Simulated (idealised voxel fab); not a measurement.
process module | voxel gate over fins
cross-section cut | 240 nm wide | cells 5 nm
A cross-section is a grid of square cells, given in bands from the top down. A band is one or more rows of cells.
Each band's line starts with the height of the band's top and of its bottom, in nm. Then come its materials from left to right, each with its width in nm. One material with "throughout" fills the band from edge to edge. "air" is empty space.
Height 0 is the level under which the wafer as received is all one material. The lowest band goes on downwards, as in "0 down".
A width such as "30 to 40" changes by the same amount from each row of cells to the next, from the band's top row to its bottom row.
"no change" after a step means that no cell of the cross-section changed.
closed voids: empty space of 8 cells or more with no open way to the top, each as width x height at its distance from the left edge, in nm
after a step's settings: what the simulator itself notes on the step
overlay nm, on a step with a mask: how far to the right of its planned place the mask lay; to the left if negative
plan
1 op RECEIVE | material Si
2 op CONFORMAL_DEP | material SiN | thk nm 10
3 op MASKED_ETCH | tone cover | mask id FINS | width nm 15 | pitch nm 50 | etch materials SiN | depth nm 10 | overlay nm 0
4 op MASKED_ETCH | tone cover | mask id FINS | width nm 15 | pitch nm 50 | etch materials Si | depth nm 40 | overlay nm 0
5 op FILL_DEP | material SiO2 | thk nm 5
6 op CMP | height nm 10
7 op MASKED_ETCH | tone open | mask id RAIL | width nm 15 | etch materials SiO2 | depth nm 45 | overlay nm 0
8 op CONFORMAL_DEP | material TiN | thk nm 5
9 op FILL_DEP | material Ru | thk nm 5
10 op CMP | height nm 10
11 op SELECTIVE_ETCH | etch materials W Ru TiN | depth nm 30
12 op FILL_DEP | material SiO2 | thk nm 5
13 op CMP | height nm 10
14 op SELECTIVE_ETCH | etch materials SiO2 | depth nm 20
15 op STRIP | etch materials SiN
16 op CONFORMAL_DEP | material HfO2 | thk nm 5
17 op CONFORMAL_DEP | material TiN | thk nm 5
18 op FILL_DEP | material W | thk nm 15
19 op CMP | height nm 20
20 op CONFORMAL_DEP | material SiN | thk nm 10
as received, after step 1
  0 down: Si throughout
  closed voids: none
first wafer at the end, as planned
  30 to 20: SiN throughout
  20 to 10: W throughout
  10 to 5: W 50 | TiN 35 | W 15 | TiN 35 | W 15 | TiN 35 | W 55
  5 to 0: W 50 | TiN 5 | HfO2 25 | TiN 5 | W 15 | TiN 5 | HfO2 25 | TiN 5 | W 15 | TiN 5 | HfO2 25 | TiN 5 | W 55
  0 to -5: TiN 55 | HfO2 5 | Si 15 | HfO2 5 | TiN 25 | HfO2 5 | Si 15 | HfO2 5 | TiN 25 | HfO2 5 | Si 15 | HfO2 5 | TiN 60
  -5 to -10: HfO2 60 | Si 15 | HfO2 35 | Si 15 | HfO2 35 | Si 15 | HfO2 65
  -10 to -20: SiO2 60 | Si 15 | SiO2 35 | Si 15 | SiO2 35 | Si 15 | SiO2 65
  -20 to -30: SiO2 60 | Si 15 | SiO2 10 | TiN 5 | Ru 5 | TiN 5 | SiO2 10 | Si 15 | SiO2 35 | Si 15 | SiO2 65
  -30 to -35: SiO2 60 | Si 15 | SiO2 10 | TiN 15 | SiO2 10 | Si 15 | SiO2 35 | Si 15 | SiO2 65
  -35 to -40: SiO2 60 | Si 15 | SiO2 35 | Si 15 | SiO2 35 | Si 15 | SiO2 65
  -40 down: Si throughout
  closed voids: none
second wafer at the end: like start, like plan, one mistake
  30 to 20: SiN throughout
  20 to 10: W throughout
  10 to 5: W 50 | TiN 35 | W 15 | TiN 35 | W 15 | TiN 35 | W 55
  5 to 0: W 50 | TiN 5 | HfO2 25 | TiN 5 | W 15 | TiN 5 | HfO2 25 | TiN 5 | W 15 | TiN 5 | HfO2 25 | TiN 5 | W 55
  0 to -5: TiN 55 | HfO2 5 | Si 15 | HfO2 5 | TiN 25 | HfO2 5 | Si 15 | HfO2 5 | TiN 25 | HfO2 5 | Si 15 | HfO2 5 | TiN 60
  -5 to -10: HfO2 60 | Si 15 | HfO2 35 | Si 15 | HfO2 35 | Si 15 | HfO2 65
  -10 to -20: SiO2 60 | Si 15 | SiO2 35 | Si 15 | SiO2 35 | Si 15 | SiO2 65
  -20 to -30: SiO2 60 | Si 15 | SiO2 10 | W 5 | Ru 5 | W 5 | SiO2 10 | Si 15 | SiO2 35 | Si 15 | SiO2 65
  -30 to -35: SiO2 60 | Si 15 | SiO2 10 | W 15 | SiO2 10 | Si 15 | SiO2 35 | Si 15 | SiO2 65
  -35 to -40: SiO2 60 | Si 15 | SiO2 35 | Si 15 | SiO2 35 | Si 15 | SiO2 65
  -40 down: Si throughout
  closed voids: none
what went wrong: step 8 ran as: op CONFORMAL_DEP | material W | thk nm 5
at the end the second wafer has, in cells: 7 fewer of TiN | 7 more of W
